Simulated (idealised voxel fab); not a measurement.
Process module, titled voxel local oxidation
Cross-sectional view cut (width: 230 nm; square cell size: 5 nm).
The cross-sections in this document take the form of a grid made of square cells. They are written out as bands, in order from top to bottom. Each band consists of one or more rows of cells.
Per band: top height and bottom height in nm, followed by the left-to-right materials and their widths in nm; "all across" marks a single material spanning edge to edge, "air" marks empty space.
Height datum 0, below which the as-received substrate wafer is one material. Lowest band open at the bottom, running downward: "0 -> down".
So if you see something like "30->40" for the width, read it as the top row of the band sitting at the first number and the bottom row at the second, with every row in between moving by the same amount as the last.
Key: "nothing altered" - step with no changed cell in the cross-section.
Voids not open to the top, 8 cells minimum: see "Voids, fully enclosed". Written width x height at distance; distance is from the left edge; nm.
On a step's line, text after the settings is the simulator commenting on that step.
The "overlay nm" setting may appear on a step's line; for a step that uses a mask, it gives how far to the right of its planned position the mask lay, and a negative value indicates the left.

Process steps foreseen in the plan:
| 1 | RECEIVE with material Si |
| 2 | CONFORMAL_DEP with material SiO2, thk nm 5 |
| 3 | CONFORMAL_DEP with material SiN, thk nm 15 |
| 4 | PATTERN with tone cover, mask id ACTIVE, material resist, width nm 90, thk nm 15, overlay nm 0 |
| 5 | DIRECTIONAL_ETCH with etch materials SiN, depth nm 15 |
| 6 | STRIP with etch materials resist |
| 7 | SELECTIVE_ETCH with etch materials SiO2, depth nm 5 |
| 8 | OXIDIZE with depth nm 10 |
| 9 | STRIP with etch materials SiN |

Shown in cross-section is the wafer as received, that is, as it stands after step 1:
- 0 -> down: Si all across
- Voids, fully enclosed: none

Module complete, cross-section. Starting point and plan per above. One mistake made in running the module:
- 5 -> 0: SiO2 (65)  air (100)  SiO2 (65)
- 0 -> -10: Si (55)  SiO2 (120)  Si (55)
- -10 -> down: Si all across
- Voids, fully enclosed: none
Processing error: step 4 off recipe, ran as PATTERN with tone open, mask id ACTIVE, material resist, width nm 90, thk nm 15, overlay nm 0
